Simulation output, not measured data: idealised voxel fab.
This section sets out a process module, namely voxel air gaps.
Cross-sectional view cut (width: 265 nm; square cell size: 5 nm).
Throughout this document, each cross-section is represented as a grid of square cells and is presented as a sequence of bands enumerated from the top downward, where a band comprises one or more rows of cells.
Heights first: top, then bottom, in nm. Then materials, left to right, each with a width in nm. "edge to edge" on a single material: fills the band edge to edge. "blank": empty space.
Heads up on the height convention: 0 is the point under which the incoming wafer is all one material, and the lowest band has no bottom, it just keeps going down, like "0 nm and below".
A width given as "30..40" starts at the first number in the band's top row and ends at the second number in its bottom row, shifting by an equal amount at every step from row to row.
"no change" for a step: no cell of the cross-section changed in that step.
If an empty space has no open way to the top and is at least 8 cells in size, "closed voids" lists it, written width x height at distance, where distance is measured from the left edge and every value is in nm.
Past the settings on a step's line: simulator remark, on that step.
Each step line may optionally specify "overlay nm", which for a step with a mask gives the rightward distance between the mask's planned place and where it lay, a negative value indicating the leftward direction.

-- Intended process steps
1,RECEIVE, material Si
2,CONFORMAL_DEP, material SiO2, thk nm 10
3,CONFORMAL_DEP, material SiCN, thk nm 5
4,DIRECTIONAL_DEP, material lowk, thk nm 40
5,MASKED_ETCH, tone open, mask id LINES, width nm 20, pitch nm 45, etch materials lowk, depth nm 40, overlay nm 0
6,CONFORMAL_DEP, material TiN, thk nm 5
7,FILL_DEP, material W, thk nm 5
8,CMP, height nm 55
9,EPI, material Ru, thk nm 10
10,SELECTIVE_ETCH, etch materials lowk, depth nm 50
11,CONFORMAL_DEP, material SiCN, thk nm 5

-- First wafer, two in total, run as planned

-- Received-state cross-section, reflecting completion of step 1
  0 nm and below | Si edge to edge
  closed voids: none

-- The wafer in cross-section once step 2 is complete
  10 nm to 0 nm | SiO2 edge to edge
  No changes below 0.

-- The wafer in cross-section once step 3 is complete
  15 nm to 10 nm | SiCN edge to edge
  No changes below 10.

-- The wafer in cross-section once step 4 is complete
  55 nm to 15 nm | lowk edge to edge
  No changes below 15.

-- The wafer in cross-section once step 5 is complete
  55 nm to 15 nm | lowk=75, then blank=20, then lowk=25, then blank=20, then lowk=25, then blank=20, then lowk=80
  No changes below 15.

-- The wafer in cross-section once step 6 is complete
  60 nm to 55 nm | TiN=80, then blank=10, then TiN=35, then blank=10, then TiN=35, then blank=10, then TiN=85
  55 nm to 20 nm | lowk=75, then TiN=5, then blank=10, then TiN=5, then lowk=25, then TiN=5, then blank=10, then TiN=5, then lowk=25, then TiN=5, then blank=10, then TiN=5, then lowk=80
  20 nm to 15 nm | lowk=75, then TiN=20, then lowk=25, then TiN=20, then lowk=25, then TiN=20, then lowk=80
  No changes below 15.

-- The wafer in cross-section once step 7 is complete
  65 nm to 60 nm | W edge to edge
  60 nm to 55 nm | TiN=80, then W=10, then TiN=35, then W=10, then TiN=35, then W=10, then TiN=85
  55 nm to 20 nm | lowk=75, then TiN=5, then W=10, then TiN=5, then lowk=25, then TiN=5, then W=10, then TiN=5, then lowk=25, then TiN=5, then W=10, then TiN=5, then lowk=80
  No changes below 20.

-- The wafer in cross-section once step 8 is complete
  55 nm to 20 nm | lowk=75, then TiN=5, then W=10, then TiN=5, then lowk=25, then TiN=5, then W=10, then TiN=5, then lowk=25, then TiN=5, then W=10, then TiN=5, then lowk=80
  No changes below 20.

-- The wafer in cross-section once step 9 is complete
  65 nm to 55 nm | blank=65, then Ru=40, then blank=5, then Ru=40, then blank=5, then Ru=40, then blank=70
  No changes below 55.

-- The wafer in cross-section once step 10 is complete
  65 nm to 55 nm | blank=65, then Ru=40, then blank=5, then Ru=40, then blank=5, then Ru=40, then blank=70
  55 nm to 20 nm | blank=75, then TiN=5, then W=10, then TiN=5, then blank=25, then TiN=5, then W=10, then TiN=5, then blank=25, then TiN=5, then W=10, then TiN=5, then blank=80
  20 nm to 15 nm | blank=75, then TiN=20, then blank=25, then TiN=20, then blank=25, then TiN=20, then blank=80
  No changes below 15.

-- The wafer in cross-section once step 11 is complete
  70 nm to 65 nm | blank=60, then SiCN=140, then blank=65
  65 nm to 55 nm | blank=60, then SiCN=5, then Ru=40, then SiCN=5, then Ru=40, then SiCN=5, then Ru=40, then SiCN=5, then blank=65
  55 nm to 50 nm | blank=60, then SiCN=15, then TiN=5, then W=10, then TiN=5, then SiCN=25, then TiN=5, then W=10, then TiN=5, then SiCN=25, then TiN=5, then W=10, then TiN=5, then SiCN=15, then blank=65
  50 nm to 20 nm | blank=70, then SiCN=5, then TiN=5, then W=10, then TiN=5, then SiCN=5, then blank=15, then SiCN=5, then TiN=5, then W=10, then TiN=5, then SiCN=5, then blank=15, then SiCN=5, then TiN=5, then W=10, then TiN=5, then SiCN=5, then blank=75
  20 nm to 15 nm | SiCN=75, then TiN=20, then SiCN=25, then TiN=20, then SiCN=25, then TiN=20, then SiCN=80
  No changes below 15.
  closed voids: 15 x 30 at 100; 15 x 30 at 145

-- The second wafer: identical to the first at the outset and in its planned sequence, differing only in that one mistake was made during processing; up to and including step 7, its path is the first wafer's path

-- At the planned end of step 8, the second wafer in cross-section
  45 nm to 20 nm | lowk=75, then TiN=5, then W=10, then TiN=5, then lowk=25, then TiN=5, then W=10, then TiN=5, then lowk=25, then TiN=5, then W=10, then TiN=5, then lowk=80
  No changes below 20.

-- At the planned end of step 9, the second wafer in cross-section
  55 nm to 45 nm | blank=65, then Ru=40, then blank=5, then Ru=40, then blank=5, then Ru=40, then blank=70
  No changes below 45.

-- At the planned end of step 10, the second wafer in cross-section
  55 nm to 45 nm | blank=65, then Ru=40, then blank=5, then Ru=40, then blank=5, then Ru=40, then blank=70
  45 nm to 20 nm | blank=75, then TiN=5, then W=10, then TiN=5, then blank=25, then TiN=5, then W=10, then TiN=5, then blank=25, then TiN=5, then W=10, then TiN=5, then blank=80
  20 nm to 15 nm | blank=75, then TiN=20, then blank=25, then TiN=20, then blank=25, then TiN=20, then blank=80
  No changes below 15.

-- At the planned end of step 11, the second wafer in cross-section
  60 nm to 55 nm | blank=60, then SiCN=140, then blank=65
  55 nm to 45 nm | blank=60, then SiCN=5, then Ru=40, then SiCN=5, then Ru=40, then SiCN=5, then Ru=40, then SiCN=5, then blank=65
  45 nm to 40 nm | blank=60, then SiCN=15, then TiN=5, then W=10, then TiN=5, then SiCN=25, then TiN=5, then W=10, then TiN=5, then SiCN=25, then TiN=5, then W=10, then TiN=5, then SiCN=15, then blank=65
  40 nm to 20 nm | blank=70, then SiCN=5, then TiN=5, then W=10, then TiN=5, then SiCN=5, then blank=15, then SiCN=5, then TiN=5, then W=10, then TiN=5, then SiCN=5, then blank=15, then SiCN=5, then TiN=5, then W=10, then TiN=5, then SiCN=5, then blank=75
  20 nm to 15 nm | SiCN=75, then TiN=20, then SiCN=25, then TiN=20, then SiCN=25, then TiN=20, then SiCN=80
  No changes below 15.
  closed voids: 15 x 20 at 100; 15 x 20 at 145
Heads up, the wafer didn't run the way we planned it: it should be noted that step 8 was executed with settings other than those planned, the operation and settings actually applied being CMP, height nm 45
Final tally in cells, some materials are higher or lower on the second wafer than on the first: SiCN: 12 fewer; TiN: 12 fewer; W: 12 fewer
